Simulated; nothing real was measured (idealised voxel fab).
Process module name: voxel wiring stack
It is cross-section cut that appears here, measuring 255 nm in width, its square cells being 5 nm in size.
Think of the cross-section as a grid of square cells. We describe it in bands, top to bottom, and each band covers one or more rows of those cells. The entry gives the band's vertical extent as a top height and a bottom height in nm, then its horizontal make-up as materials from left to right, each with a width in nm. "blank" stands for empty space; a single material marked "edge to edge" fills the band edge to edge. Height 0 is the level under which the wafer as received is all one material. The lowest band goes on downwards, as in "0..down". Think of "30..40" as a width that walks from the first number to the second as you go down the band, top row to bottom row, taking equal-sized steps from row to row. When a step is marked "remained unchanged", none of the cells in the cross-section changed during that step. Listed in "Encapsulated voids": every empty space of 8 or more cells without an open way to the top. Form: width x height at distance, the distance being from the left edge, all in nm. after a step's settings: what the simulator itself notes on the step. The "overlay nm" setting may appear on a step's line; for a step that uses a mask, it gives how far to the right of its planned position the mask lay, and a negative value indicates the left. Each pair of cross-sections that follows straddles one process step: the one shows the state before the step, the other the state after it, down to the lowest band that changed and no further. The step in question, and its settings, are given under the pair. Note that a pair is not necessarily a continuation of the pair above it, since pairs can come from different runs of this module on the same starting wafer; it is a continuation only where its entry headed "Prior to step" says so.
Prior to step:
    95..80  SiO2 90 nm, then blank 15 nm, then SiO2 35 nm, then blank 15 nm, then SiO2 100 nm
    80..75  SiCN 90 nm, then blank 15 nm, then SiCN 35 nm, then blank 15 nm, then SiCN 100 nm
    75..60  lowk 90 nm, then TiN 5 nm, then W 15 nm, then TiN 5 nm, then lowk 25 nm, then TiN 5 nm, then W 15 nm, then TiN 5 nm, then lowk 90 nm
    60..55  SiN 90 nm, then TiN 25 nm, then SiN 25 nm, then TiN 25 nm, then SiN 90 nm
    55..40  lowk 100 nm, then Ru 15 nm, then lowk 35 nm, then Ru 15 nm, then lowk 90 nm
    40..35  SiCN 100 nm, then Ru 15 nm, then SiCN 35 nm, then Ru 15 nm, then SiCN 90 nm
    35..20  lowk 90 nm, then TiN 5 nm, then Cu 15 nm, then TiN 5 nm, then lowk 25 nm, then TiN 5 nm, then Cu 15 nm, then TiN 5 nm, then lowk 90 nm
    20..15  SiCN 90 nm, then TiN 25 nm, then SiCN 25 nm, then TiN 25 nm, then SiCN 90 nm
    15..0  SiO2 edge to edge
    0..down  Si edge to edge
    Encapsulated voids: none
Cut View, Post-Step:
    95..85  SiO2 90 nm, then blank 15 nm, then SiO2 35 nm, then blank 15 nm, then SiO2 100 nm
    85..80  SiO2 90 nm, then Ru 15 nm, then SiO2 35 nm, then Ru 15 nm, then SiO2 100 nm
    80..75  SiCN 90 nm, then Ru 15 nm, then SiCN 35 nm, then Ru 15 nm, then SiCN 100 nm
    Below 75, no change.
    Encapsulated voids: none
The process step separating the two cross-sections depicted above is as follows: EPI,material Ru,thk nm 10
Prior to step: refer to the pair immediately above; the cross-section shown after its step is the state before this one.
Cut View, Post-Step:
    95..80  SiO2 90 nm, then Ru 15 nm, then SiO2 35 nm, then Ru 15 nm, then SiO2 100 nm
    Below 80, no change.
    Encapsulated voids: none
The process step separating the two cross-sections depicted above is as follows: EPI,material Ru,thk nm 10
Prior to step: refer to the pair immediately above; the cross-section shown after its step is the state before this one.
Cut View, Post-Step:
    100..95  TiN edge to edge
    Below 95, no change.
    Encapsulated voids: none
The process step separating the two cross-sections depicted above is as follows: DIRECTIONAL_DEP,material TiN,thk nm 5
Prior to step: refer to the pair immediately above; the cross-section shown after its step is the state before this one.
Cut View, Post-Step:
    115..100  W edge to edge
    Below 100, no change.
    Encapsulated voids: none
The process step separating the two cross-sections depicted above is as follows: DIRECTIONAL_DEP,material W,thk nm 15
Prior to step: refer to the pair immediately above; the cross-section shown after its step is the state before this one.
Cut View, Post-Step:
    125..115  aC edge to edge
    Below 115, no change.
    Encapsulated voids: none
The process step separating the two cross-sections depicted above is as follows: DIRECTIONAL_DEP,material aC,thk nm 10
Prior to step: refer to the pair immediately above; the cross-section shown after its step is the state before this one.
Cut View, Post-Step:
    150..125  blank 90 nm, then resist 25 nm, then blank 25 nm, then resist 25 nm, then blank 90 nm
    Below 125, no change.
    Encapsulated voids: none
The process step separating the two cross-sections depicted above is as follows: PATTERN,tone cover,mask id METAL_3,material resist,width nm 25,pitch nm 50,thk nm 25,overlay nm 0
Prior to step: refer to the pair immediately above; the cross-section shown after its step is the state before this one.
Cut View, Post-Step:
    140..125  blank 90 nm, then resist 25 nm, then blank 25 nm, then resist 25 nm, then blank 90 nm
    125..115  blank 90 nm, then aC 25 nm, then blank 25 nm, then aC 25 nm, then blank 90 nm
    Below 115, no change.
    Encapsulated voids: none
The process step separating the two cross-sections depicted above is as follows: DIRECTIONAL_ETCH,etch materials aC,depth nm 10
Prior to step: refer to the pair immediately above; the cross-section shown after its step is the state before this one.
Cut View, Post-Step:
    125..115  blank 90 nm, then aC 25 nm, then blank 25 nm, then aC 25 nm, then blank 90 nm
    Below 115, no change.
    Encapsulated voids: none
The process step separating the two cross-sections depicted above is as follows: STRIP,etch materials resist
Prior to step: refer to the pair immediately above; the cross-section shown after its step is the state before this one.
Cut View, Post-Step:
    125..115  blank 90 nm, then aC 25 nm, then blank 25 nm, then aC 25 nm, then blank 90 nm
    115..100  blank 90 nm, then W 25 nm, then blank 25 nm, then W 25 nm, then blank 90 nm
    Below 100, no change.
    Encapsulated voids: none
The process step separating the two cross-sections depicted above is as follows: DIRECTIONAL_ETCH,etch materials W,depth nm 15
Prior to step: refer to the pair immediately above; the cross-section shown after its step is the state before this one.
Cut View, Post-Step:
    125..115  blank 90 nm, then aC 25 nm, then blank 25 nm, then aC 25 nm, then blank 90 nm
    115..100  blank 90 nm, then W 25 nm, then blank 25 nm, then W 25 nm, then blank 90 nm
    100..95  blank 90 nm, then TiN 25 nm, then blank 25 nm, then TiN 25 nm, then blank 90 nm
    Below 95, no change.
    Encapsulated voids: none
The process step separating the two cross-sections depicted above is as follows: DIRECTIONAL_ETCH,etch materials TiN,depth nm 5
Prior to step: refer to the pair immediately above; the cross-section shown after its step is the state before this one.
Cut View, Post-Step:
    115..100  blank 90 nm, then W 25 nm, then blank 25 nm, then W 25 nm, then blank 90 nm
    Below 100, no change.
    Encapsulated voids: none
The process step separating the two cross-sections depicted above is as follows: STRIP,etch materials aC
Prior to step: refer to the pair immediately above; the cross-section shown after its step is the state before this one.
Cut View, Post-Step:
    120..115  blank 85 nm, then SiCN 35 nm, then blank 15 nm, then SiCN 35 nm, then blank 85 nm
    115..100  blank 85 nm, then SiCN 5 nm, then W 25 nm, then SiCN 5 nm, then blank 15 nm, then SiCN 5 nm, then W 25 nm, then SiCN 5 nm, then blank 85 nm
    100..95  SiCN 90 nm, then TiN 25 nm, then SiCN 25 nm, then TiN 25 nm, then SiCN 90 nm
    Below 95, no change.
    Encapsulated voids: none
The process step separating the two cross-sections depicted above is as follows: CONFORMAL_DEP,material SiCN,thk nm 5
Prior to step: refer to the pair immediately above; the cross-section shown after its step is the state before this one.
Cut View, Post-Step:
    130..120  SiO2 edge to edge
    120..115  SiO2 85 nm, then SiCN 35 nm, then SiO2 15 nm, then SiCN 35 nm, then SiO2 85 nm
    115..100  SiO2 85 nm, then SiCN 5 nm, then W 25 nm, then SiCN 5 nm, then SiO2 15 nm, then SiCN 5 nm, then W 25 nm, then SiCN 5 nm, then SiO2 85 nm
    Below 100, no change.
    Encapsulated voids: none
The process step separating the two cross-sections depicted above is as follows: FILL_DEP,material SiO2,thk nm 10
Prior to step: refer to the pair immediately above; the cross-section shown after its step is the state before this one.
Cut View, Post-Step:
    115..100  SiO2 85 nm, then SiCN 5 nm, then W 25 nm, then SiCN 5 nm, then SiO2 15 nm, then SiCN 5 nm, then W 25 nm, then SiCN 5 nm, then SiO2 85 nm
    Below 100, no change.
    Encapsulated voids: none
The process step separating the two cross-sections depicted above is as follows: CMP,height nm 115
Prior to step: refer to the pair immediately above; the cross-section shown after its step is the state before this one.
Cut View, Post-Step:
    120..115  SiCN edge to edge
    Below 115, no change.
    Encapsulated voids: none
The process step separating the two cross-sections depicted above is as follows: CONFORMAL_DEP,material SiCN,thk nm 5
Prior to step:
    80..75  SiCN edge to edge
    75..60  lowk 90 nm, then TiN 5 nm, then W 15 nm, then TiN 5 nm, then lowk 25 nm, then TiN 5 nm, then W 15 nm, then TiN 5 nm, then lowk 90 nm
    60..55  SiN 90 nm, then TiN 25 nm, then SiN 25 nm, then TiN 25 nm, then SiN 90 nm
    55..40  lowk 90 nm, then Ru 15 nm, then lowk 35 nm, then Ru 15 nm, then lowk 100 nm
    40..35  SiCN 90 nm, then Ru 15 nm, then SiCN 35 nm, then Ru 15 nm, then SiCN 100 nm
    35..20  lowk 90 nm, then TiN 5 nm, then Cu 15 nm, then TiN 5 nm, then lowk 25 nm, then TiN 5 nm, then Cu 15 nm, then TiN 5 nm, then lowk 90 nm
    20..15  SiCN 90 nm, then TiN 25 nm, then SiCN 25 nm, then TiN 25 nm, then SiCN 90 nm
    15..0  SiO2 edge to edge
    0..down  Si edge to edge
    Encapsulated voids: none
Cut View, Post-Step:
    95..75  SiCN edge to edge
    Below 75, no change.
    Encapsulated voids: none
The process step separating the two cross-sections depicted above is as follows: DIRECTIONAL_DEP,material SiCN,thk nm 15
Prior to step: refer to the pair immediately above; the cross-section shown after its step is the state before this one.
Cut View, Post-Step:
    110..95  resist 90 nm, then blank 15 nm, then resist 35 nm, then blank 15 nm, then resist 100 nm
    Below 95, no change.
    Encapsulated voids: none
The process step separating the two cross-sections depicted above is as follows: PATTERN,tone open,mask id PLUG_2,material resist,width nm 15,pitch nm 50,thk nm 15,overlay nm 0
Prior to step: refer to the pair immediately above; the cross-section shown after its step is the state before this one.
Cut View, Post-Step:
    110..95  resist 90 nm, then blank 15 nm, then resist 35 nm, then blank 15 nm, then resist 100 nm
    95..90  SiCN 90 nm, then blank 15 nm, then SiCN 35 nm, then blank 15 nm, then SiCN 100 nm
    Below 90, no change.
    Encapsulated voids: none
The process step separating the two cross-sections depicted above is as follows: DIRECTIONAL_ETCH,etch materials SiCN,depth nm 5
Prior to step: refer to the pair immediately above; the cross-section shown after its step is the state before this one.
Cut View, Post-Step:
    95..90  SiCN 90 nm, then blank 15 nm, then SiCN 35 nm, then blank 15 nm, then SiCN 100 nm
    Below 90, no change.
    Encapsulated voids: none
The process step separating the two cross-sections depicted above is as follows: STRIP,etch materials resist
Prior to step: refer to the pair immediately above; the cross-section shown after its step is the state before this one.
Cut View, Post-Step:
    100..95  TiN 90 nm, then blank 15 nm, then TiN 35 nm, then blank 15 nm, then TiN 100 nm
    95..90  SiCN 90 nm, then TiN 15 nm, then SiCN 35 nm, then TiN 15 nm, then SiCN 100 nm
    Below 90, no change.
    Encapsulated voids: none
The process step separating the two cross-sections depicted above is as follows: DIRECTIONAL_DEP,material TiN,thk nm 5
Prior to step: refer to the pair immediately above; the cross-section shown after its step is the state before this one.
Cut View, Post-Step:
    115..110  W 90 nm, then blank 15 nm, then W 35 nm, then blank 15 nm, then W 100 nm
    110..100  W edge to edge
    100..95  TiN 90 nm, then W 15 nm, then TiN 35 nm, then W 15 nm, then TiN 100 nm
    Below 95, no change.
    Encapsulated voids: none
The process step separating the two cross-sections depicted above is as follows: DIRECTIONAL_DEP,material W,thk nm 15
Prior to step: refer to the pair immediately above; the cross-section shown after its step is the state before this one.
Cut View, Post-Step:
    125..120  aC 90 nm, then blank 15 nm, then aC 35 nm, then blank 15 nm, then aC 100 nm
    120..115  aC edge to edge
    115..110  W 90 nm, then aC 15 nm, then W 35 nm, then aC 15 nm, then W 100 nm
    Below 110, no change.
    Encapsulated voids: none
The process step separating the two cross-sections depicted above is as follows: DIRECTIONAL_DEP,material aC,thk nm 10
Prior to step: refer to the pair immediately above; the cross-section shown after its step is the state before this one.
Cut View, Post-Step:
    150..125  blank 90 nm, then resist 25 nm, then blank 25 nm, then resist 25 nm, then blank 90 nm
    125..120  aC 90 nm, then resist 15 nm, then aC 35 nm, then resist 15 nm, then aC 100 nm
    Below 120, no change.
    Encapsulated voids: none
The process step separating the two cross-sections depicted above is as follows: PATTERN,tone cover,mask id METAL_3,material resist,width nm 25,pitch nm 50,thk nm 25,overlay nm 0
Prior to step: refer to the pair immediately above; the cross-section shown after its step is the state before this one.
Cut View, Post-Step:
    140..125  blank 90 nm, then resist 25 nm, then blank 25 nm, then resist 25 nm, then blank 90 nm
    125..120  blank 90 nm, then resist 15 nm, then aC 10 nm, then blank 25 nm, then resist 15 nm, then aC 10 nm, then blank 90 nm
    120..115  blank 90 nm, then aC 25 nm, then blank 25 nm, then aC 25 nm, then blank 90 nm
    Below 115, no change.
    Encapsulated voids: none
The process step separating the two cross-sections depicted above is as follows: DIRECTIONAL_ETCH,etch materials aC,depth nm 10
Prior to step: refer to the pair immediately above; the cross-section shown after its step is the state before this one.
Cut View, Post-Step:
    125..115  blank 105..90 nm, then aC 10..25 nm, then blank 40..25 nm, then aC 10..25 nm, then blank 90 nm
    Below 115, no change.
    Encapsulated voids: none
The process step separating the two cross-sections depicted above is as follows: STRIP,etch materials resist
Prior to step: refer to the pair immediately above; the cross-section shown after its step is the state before this one.
Cut View, Post-Step:
    125..115  blank 105..90 nm, then aC 10..25 nm, then blank 40..25 nm, then aC 10..25 nm, then blank 90 nm
    115..110  blank 90 nm, then aC 15 nm, then W 10 nm, then blank 25 nm, then aC 15 nm, then W 10 nm, then blank 90 nm
    110..100  blank 90 nm, then W 25 nm, then blank 25 nm, then W 25 nm, then blank 90 nm
    Below 100, no change.
    Encapsulated voids: none
The process step separating the two cross-sections depicted above is as follows: DIRECTIONAL_ETCH,etch materials W,depth nm 15
Prior to step: refer to the pair immediately above; the cross-section shown after its step is the state before this one.
Cut View, Post-Step:
    125..115  blank 105..90 nm, then aC 10..25 nm, then blank 40..25 nm, then aC 10..25 nm, then blank 90 nm
    115..110  blank 90 nm, then aC 15 nm, then W 10 nm, then blank 25 nm, then aC 15 nm, then W 10 nm, then blank 90 nm
    110..100  blank 90 nm, then W 25 nm, then blank 25 nm, then W 25 nm, then blank 90 nm
    100..95  blank 90 nm, then W 15 nm, then TiN 10 nm, then blank 25 nm, then W 15 nm, then TiN 10 nm, then blank 90 nm
    Below 95, no change.
    Encapsulated voids: none
The process step separating the two cross-sections depicted above is as follows: DIRECTIONAL_ETCH,etch materials TiN,depth nm 5
Prior to step: refer to the pair immediately above; the cross-section shown after its step is the state before this one.
Cut View, Post-Step:
    115..110  blank 105 nm, then W 10 nm, then blank 40 nm, then W 10 nm, then blank 90 nm
    Below 110, no change.
    Encapsulated voids: none
The process step separating the two cross-sections depicted above is as follows: STRIP,etch materials aC
Prior to step: refer to the pair immediately above; the cross-section shown after its step is the state before this one.
Cut View, Post-Step:
    120..115  blank 100 nm, then SiCN 20 nm, then blank 30 nm, then SiCN 20 nm, then blank 85 nm
    115..110  blank 85 nm, then SiCN 20 nm, then W 10 nm, then SiCN 5 nm, then blank 15 nm, then SiCN 20 nm, then W 10 nm, then SiCN 5 nm, then blank 85 nm
    110..100  blank 85 nm, then SiCN 5 nm, then W 25 nm, then SiCN 5 nm, then blank 15 nm, then SiCN 5 nm, then W 25 nm, then SiCN 5 nm, then blank 85 nm
    100..95  SiCN 90 nm, then W 15 nm, then TiN 10 nm, then SiCN 25 nm, then W 15 nm, then TiN 10 nm, then SiCN 90 nm
    Below 95, no change.
    Encapsulated voids: none
The process step separating the two cross-sections depicted above is as follows: CONFORMAL_DEP,material SiCN,thk nm 5
Prior to step: refer to the pair immediately above; the cross-section shown after its step is the state before this one.
Cut View, Post-Step:
    130..120  SiO2 edge to edge
    120..115  SiO2 100 nm, then SiCN 20 nm, then SiO2 30 nm, then SiCN 20 nm, then SiO2 85 nm
    115..110  SiO2 85 nm, then SiCN 20 nm, then W 10 nm, then SiCN 5 nm, then SiO2 15 nm, then SiCN 20 nm, then W 10 nm, then SiCN 5 nm, then SiO2 85 nm
    110..100  SiO2 85 nm, then SiCN 5 nm, then W 25 nm, then SiCN 5 nm, then SiO2 15 nm, then SiCN 5 nm, then W 25 nm, then SiCN 5 nm, then SiO2 85 nm
    Below 100, no change.
    Encapsulated voids: none
The process step separating the two cross-sections depicted above is as follows: FILL_DEP,material SiO2,thk nm 10
Prior to step: refer to the pair immediately above; the cross-section shown after its step is the state before this one.
Cut View, Post-Step:
    115..110  SiO2 85 nm, then SiCN 20 nm, then W 10 nm, then SiCN 5 nm, then SiO2 15 nm, then SiCN 20 nm, then W 10 nm, then SiCN 5 nm, then SiO2 85 nm
    Below 110, no change.
    Encapsulated voids: none
The process step separating the two cross-sections depicted above is as follows: CMP,height nm 115
Prior to step: refer to the pair immediately above; the cross-section shown after its step is the state before this one.
Cut View, Post-Step:
    120..115  SiCN edge to edge
    Below 115, no change.
    Encapsulated voids: none
The process step separating the two cross-sections depicted above is as follows: CONFORMAL_DEP,material SiCN,thk nm 5
Prior to step:
    50..35  aC edge to edge
    35..20  lowk edge to edge
    20..15  SiCN edge to edge
    15..0  SiO2 edge to edge
    0..down  Si edge to edge
    Encapsulated voids: none
Cut View, Post-Step:
    80..50  blank 90 nm, then resist 25 nm, then blank 25 nm, then resist 25 nm, then blank 90 nm
    Below 50, no change.
    Encapsulated voids: none
The process step separating the two cross-sections depicted above is as follows: PATTERN,tone cover,mask id METAL_1,material resist,width nm 25,pitch nm 50,thk nm 30,overlay nm 0
Prior to step: refer to the pair immediately above; the cross-section shown after its step is the state before this one.
Cut View, Post-Step:
    65..50  blank 90 nm, then resist 25 nm, then blank 25 nm, then resist 25 nm, then blank 90 nm
    50..35  blank 90 nm, then aC 25 nm, then blank 25 nm, then aC 25 nm, then blank 90 nm
    Below 35, no change.
    Encapsulated voids: none
The process step separating the two cross-sections depicted above is as follows: DIRECTIONAL_ETCH,etch materials aC,depth nm 15
Prior to step: refer to the pair immediately above; the cross-section shown after its step is the state before this one.
Cut View, Post-Step:
    50..35  blank 90 nm, then aC 25 nm, then blank 25 nm, then aC 25 nm, then blank 90 nm
    Below 35, no change.
    Encapsulated voids: none
The process step separating the two cross-sections depicted above is as follows: STRIP,etch materials resist
Prior to step: refer to the pair immediately above; the cross-section shown after its step is the state before this one.
Cut View, Post-Step:
    50..35  blank 90 nm, then aC 25 nm, then blank 25 nm, then aC 25 nm, then blank 90 nm
    35..20  blank 90 nm, then lowk 25 nm, then blank 25 nm, then lowk 25 nm, then blank 90 nm
    Below 20, no change.
    Encapsulated voids: none
The process step separating the two cross-sections depicted above is as follows: DIRECTIONAL_ETCH,etch materials lowk,depth nm 15
Prior to step: refer to the pair immediately above; the cross-section shown after its step is the state before this one.
Cut View, Post-Step:
    50..35  blank 90 nm, then aC 25 nm, then blank 25 nm, then aC 25 nm, then blank 90 nm
    35..20  blank 90 nm, then lowk 25 nm, then blank 25 nm, then lowk 25 nm, then blank 90 nm
    20..15  blank 90 nm, then SiCN 25 nm, then blank 25 nm, then SiCN 25 nm, then blank 90 nm
    Below 15, no change.
    Encapsulated voids: none
The process step separating the two cross-sections depicted above is as follows: DIRECTIONAL_ETCH,etch materials SiCN,depth nm 5
Prior to step: refer to the pair immediately above; the cross-section shown after its step is the state before this one.
Cut View, Post-Step:
    35..20  blank 90 nm, then lowk 25 nm, then blank 25 nm, then lowk 25 nm, then blank 90 nm
    Below 20, no change.
    Encapsulated voids: none
The process step separating the two cross-sections depicted above is as follows: STRIP,etch materials aC
Prior to step: refer to the pair immediately above; the cross-section shown after its step is the state before this one.
Cut View, Post-Step:
    40..35  blank 85 nm, then TiN 35 nm, then blank 15 nm, then TiN 35 nm, then blank 85 nm
    35..20  blank 85 nm, then TiN 5 nm, then lowk 25 nm, then TiN 5 nm, then blank 15 nm, then TiN 5 nm, then lowk 25 nm, then TiN 5 nm, then blank 85 nm
    20..15  TiN 90 nm, then SiCN 25 nm, then TiN 25 nm, then SiCN 25 nm, then TiN 90 nm
    Below 15, no change.
    Encapsulated voids: none
The process step separating the two cross-sections depicted above is as follows: CONFORMAL_DEP,material TiN,thk nm 5
Prior to step: refer to the pair immediately above; the cross-section shown after its step is the state before this one.
Cut View, Post-Step:
    45..40  Cu edge to edge
    40..35  Cu 85 nm, then TiN 35 nm, then Cu 15 nm, then TiN 35 nm, then Cu 85 nm
    35..20  Cu 85 nm, then TiN 5 nm, then lowk 25 nm, then TiN 5 nm, then Cu 15 nm, then TiN 5 nm, then lowk 25 nm, then TiN 5 nm, then Cu 85 nm
    Below 20, no change.
    Encapsulated voids: none
The process step separating the two cross-sections depicted above is as follows: FILL_DEP,material Cu,thk nm 5
Prior to step: refer to the pair immediately above; the cross-section shown after its step is the state before this one.
Cut View, Post-Step:
    35..20  Cu 85 nm, then TiN 5 nm, then lowk 25 nm, then TiN 5 nm, then Cu 15 nm, then TiN 5 nm, then lowk 25 nm, then TiN 5 nm, then Cu 85 nm
    Below 20, no change.
    Encapsulated voids: none
The process step separating the two cross-sections depicted above is as follows: CMP,height nm 35
Prior to step: refer to the pair immediately above; the cross-section shown after its step is the state before this one.
Cut View, Post-Step:
    40..35  SiCN edge to edge
    Below 35, no change.
    Encapsulated voids: none
The process step separating the two cross-sections depicted above is as follows: CONFORMAL_DEP,material SiCN,thk nm 5
Prior to step: refer to the pair immediately above; the cross-section shown after its step is the state before this one.
Cut View, Post-Step:
    55..40  lowk edge to edge
    Below 40, no change.
    Encapsulated voids: none
The process step separating the two cross-sections depicted above is as follows: DIRECTIONAL_DEP,material lowk,thk nm 15
Prior to step: refer to the pair immediately above; the cross-section shown after its step is the state before this one.
Cut View, Post-Step:
    70..55  aC edge to edge
    Below 55, no change.
    Encapsulated voids: none
The process step separating the two cross-sections depicted above is as follows: DIRECTIONAL_DEP,material aC,thk nm 15
Prior to step: refer to the pair immediately above; the cross-section shown after its step is the state before this one.
Cut View, Post-Step:
    105..70  resist 90 nm, then blank 15 nm, then resist 35 nm, then blank 15 nm, then resist 100 nm
    Below 70, no change.
    Encapsulated voids: none
The process step separating the two cross-sections depicted above is as follows: PATTERN,tone open,mask id PLUG_1,material resist,width nm 15,pitch nm 50,thk nm 35,overlay nm 0
Prior to step: refer to the pair immediately above; the cross-section shown after its step is the state before this one.
Cut View, Post-Step:
    90..70  resist 90 nm, then blank 15 nm, then resist 35 nm, then blank 15 nm, then resist 100 nm
    70..55  aC 90 nm, then blank 15 nm, then aC 35 nm, then blank 15 nm, then aC 100 nm
    Below 55, no change.
    Encapsulated voids: none
The process step separating the two cross-sections depicted above is as follows: DIRECTIONAL_ETCH,etch materials aC,depth nm 15
Prior to step: refer to the pair immediately above; the cross-section shown after its step is the state before this one.
Cut View, Post-Step:
    70..55  aC 90 nm, then blank 15 nm, then aC 35 nm, then blank 15 nm, then aC 100 nm
    Below 55, no change.
    Encapsulated voids: none
The process step separating the two cross-sections depicted above is as follows: STRIP,etch materials resist
Prior to step: refer to the pair immediately above; the cross-section shown after its step is the state before this one.
Cut View, Post-Step:
    70..55  aC 90 nm, then blank 15 nm, then aC 35 nm, then blank 15 nm, then aC 100 nm
    55..40  lowk 90 nm, then blank 15 nm, then lowk 35 nm, then blank 15 nm, then lowk 100 nm
    Below 40, no change.
    Encapsulated voids: none
The process step separating the two cross-sections depicted above is as follows: DIRECTIONAL_ETCH,etch materials lowk,depth nm 15
Prior to step: refer to the pair immediately above; the cross-section shown after its step is the state before this one.
Cut View, Post-Step:
    70..55  aC 90 nm, then blank 15 nm, then aC 35 nm, then blank 15 nm, then aC 100 nm
    55..40  lowk 90 nm, then blank 15 nm, then lowk 35 nm, then blank 15 nm, then lowk 100 nm
    40..35  SiCN 90 nm, then blank 15 nm, then SiCN 35 nm, then blank 15 nm, then SiCN 100 nm
    Below 35, no change.
    Encapsulated voids: none
The process step separating the two cross-sections depicted above is as follows: DIRECTIONAL_ETCH,etch materials SiCN,depth nm 5
Prior to step: refer to the pair immediately above; the cross-section shown after its step is the state before this one.
Cut View, Post-Step:
    55..40  lowk 90 nm, then blank 15 nm, then lowk 35 nm, then blank 15 nm, then lowk 100 nm
    Below 40, no change.
    Encapsulated voids: none
The process step separating the two cross-sections depicted above is as follows: STRIP,etch materials aC
Prior to step: refer to the pair immediately above; the cross-section shown after its step is the state before this one.
Cut View, Post-Step:
    60..55  SiN 95 nm, then blank 5 nm, then SiN 45 nm, then blank 5 nm, then SiN 105 nm
    55..40  lowk 90 nm, then SiN 5 nm, then blank 5 nm, then SiN 5 nm, then lowk 35 nm, then SiN 5 nm, then blank 5 nm, then SiN 5 nm, then lowk 100 nm
    40..35  SiCN 90 nm, then SiN 15 nm, then SiCN 35 nm, then SiN 15 nm, then SiCN 100 nm
    Below 35, no change.
    Encapsulated voids: none
The process step separating the two cross-sections depicted above is as follows: CONFORMAL_DEP,material SiN,thk nm 5
Prior to step: refer to the pair immediately above; the cross-section shown after its step is the state before this one.
Cut View, Post-Step:
    75..60  lowk 95 nm, then blank 5 nm, then lowk 45 nm, then blank 5 nm, then lowk 105 nm
    60..55  SiN 95 nm, then blank 5 nm, then SiN 45 nm, then blank 5 nm, then SiN 105 nm
    55..40  lowk 90 nm, then SiN 5 nm, then lowk 5 nm, then SiN 5 nm, then lowk 35 nm, then SiN 5 nm, then lowk 5 nm, then SiN 5 nm, then lowk 100 nm
    Below 40, no change.
    Encapsulated voids: none
The process step separating the two cross-sections depicted above is as follows: DIRECTIONAL_DEP,material lowk,thk nm 15
Prior to step: refer to the pair immediately above; the cross-section shown after its step is the state before this one.
Cut View, Post-Step:
    75..60  lowk 90 nm, then blank 25 nm, then lowk 25 nm, then blank 25 nm, then lowk 90 nm
    60..55  SiN 95 nm, then blank 5 nm, then SiN 45 nm, then blank 5 nm, then SiN 105 nm
    55..40  lowk 90 nm, then SiN 5 nm, then blank 5 nm, then SiN 5 nm, then lowk 35 nm, then SiN 5 nm, then blank 5 nm, then SiN 5 nm, then lowk 100 nm
    Below 40, no change.
    Encapsulated voids: none
The process step separating the two cross-sections depicted above is as follows: MASKED_ETCH,tone open,mask id METAL_2,width nm 25,pitch nm 50,etch materials lowk,depth nm 15,overlay nm 0
Prior to step: refer to the pair immediately above; the cross-section shown after its step is the state before this one.
Cut View, Post-Step:
    75..60  lowk 90 nm, then blank 25 nm, then lowk 25 nm, then blank 25 nm, then lowk 90 nm
    60..55  SiN 90 nm, then blank 25 nm, then SiN 25 nm, then blank 25 nm, then SiN 90 nm
    55..40  lowk 90 nm, then SiN 5 nm, then blank 5 nm, then SiN 5 nm, then lowk 35 nm, then SiN 5 nm, then blank 5 nm, then SiN 5 nm, then lowk 100 nm
    40..35  SiCN 90 nm, then SiN 5 nm, then blank 5 nm, then SiN 5 nm, then SiCN 35 nm, then SiN 5 nm, then blank 5 nm, then SiN 5 nm, then SiCN 100 nm
    Below 35, no change.
    Encapsulated voids: none
The process step separating the two cross-sections depicted above is as follows: MASKED_ETCH,tone open,mask id METAL_2,width nm 25,pitch nm 50,etch materials SiN,depth nm 5,overlay nm 0
Prior to step: refer to the pair immediately above; the cross-section shown after its step is the state before this one.
Cut View, Post-Step:
    80..75  TiN 95 nm, then blank 15 nm, then TiN 35 nm, then blank 15 nm, then TiN 95 nm
    75..60  lowk 90 nm, then TiN 5 nm, then blank 15 nm, then TiN 5 nm, then lowk 25 nm, then TiN 5 nm, then blank 15 nm, then TiN 5 nm, then lowk 90 nm
    60..55  SiN 90 nm, then TiN 25 nm, then SiN 25 nm, then TiN 25 nm, then SiN 90 nm
    55..40  lowk 90 nm, then SiN 5 nm, then TiN 5 nm, then SiN 5 nm, then lowk 35 nm, then SiN 5 nm, then TiN 5 nm, then SiN 5 nm, then lowk 100 nm
    40..35  SiCN 90 nm, then SiN 5 nm, then TiN 5 nm, then SiN 5 nm, then SiCN 35 nm, then SiN 5 nm, then TiN 5 nm, then SiN 5 nm, then SiCN 100 nm
    Below 35, no change.
    Encapsulated voids: none
The process step separating the two cross-sections depicted above is as follows: CONFORMAL_DEP,material TiN,thk nm 5
Prior to step: refer to the pair immediately above; the cross-section shown after its step is the state before this one.
Cut View, Post-Step:
    85..80  W edge to edge
    80..75  TiN 95 nm, then W 15 nm, then TiN 35 nm, then W 15 nm, then TiN 95 nm
    75..60  lowk 90 nm, then TiN 5 nm, then W 15 nm, then TiN 5 nm, then lowk 25 nm, then TiN 5 nm, then W 15 nm, then TiN 5 nm, then lowk 90 nm
    Below 60, no change.
    Encapsulated voids: none
The process step separating the two cross-sections depicted above is as follows: FILL_DEP,material W,thk nm 5
Prior to step: refer to the pair immediately above; the cross-section shown after its step is the state before this one.
Cut View, Post-Step:
    75..60  lowk 90 nm, then TiN 5 nm, then W 15 nm, then TiN 5 nm, then lowk 25 nm, then TiN 5 nm, then W 15 nm, then TiN 5 nm, then lowk 90 nm
    Below 60, no change.
    Encapsulated voids: none
The process step separating the two cross-sections depicted above is as follows: CMP,height nm 75
Prior to step: refer to the pair immediately above; the cross-section shown after its step is the state before this one.
Cut View, Post-Step:
    80..75  SiCN edge to edge
    Below 75, no change.
    Encapsulated voids: none
The process step separating the two cross-sections depicted above is as follows: CONFORMAL_DEP,material SiCN,thk nm 5
Prior to step: refer to the pair immediately above; the cross-section shown after its step is the state before this one.
Cut View, Post-Step:
    95..80  SiO2 edge to edge
    Below 80, no change.
    Encapsulated voids: none
The process step separating the two cross-sections depicted above is as follows: DIRECTIONAL_DEP,material SiO2,thk nm 15
Prior to step: refer to the pair immediately above; the cross-section shown after its step is the state before this one.
Cut View, Post-Step:
    110..95  resist 90 nm, then blank 15 nm, then resist 35 nm, then blank 15 nm, then resist 100 nm
    Below 95, no change.
    Encapsulated voids: none
The process step separating the two cross-sections depicted above is as follows: PATTERN,tone open,mask id PLUG_2,material resist,width nm 15,pitch nm 50,thk nm 15,overlay nm 0
Prior to step: refer to the pair immediately above; the cross-section shown after its step is the state before this one.
Cut View, Post-Step:
    110..95  resist 90 nm, then blank 15 nm, then resist 35 nm, then blank 15 nm, then resist 100 nm
    95..80  SiO2 90 nm, then blank 15 nm, then SiO2 35 nm, then blank 15 nm, then SiO2 100 nm
    Below 80, no change.
    Encapsulated voids: none
The process step separating the two cross-sections depicted above is as follows: DIRECTIONAL_ETCH,etch materials SiO2,depth nm 15
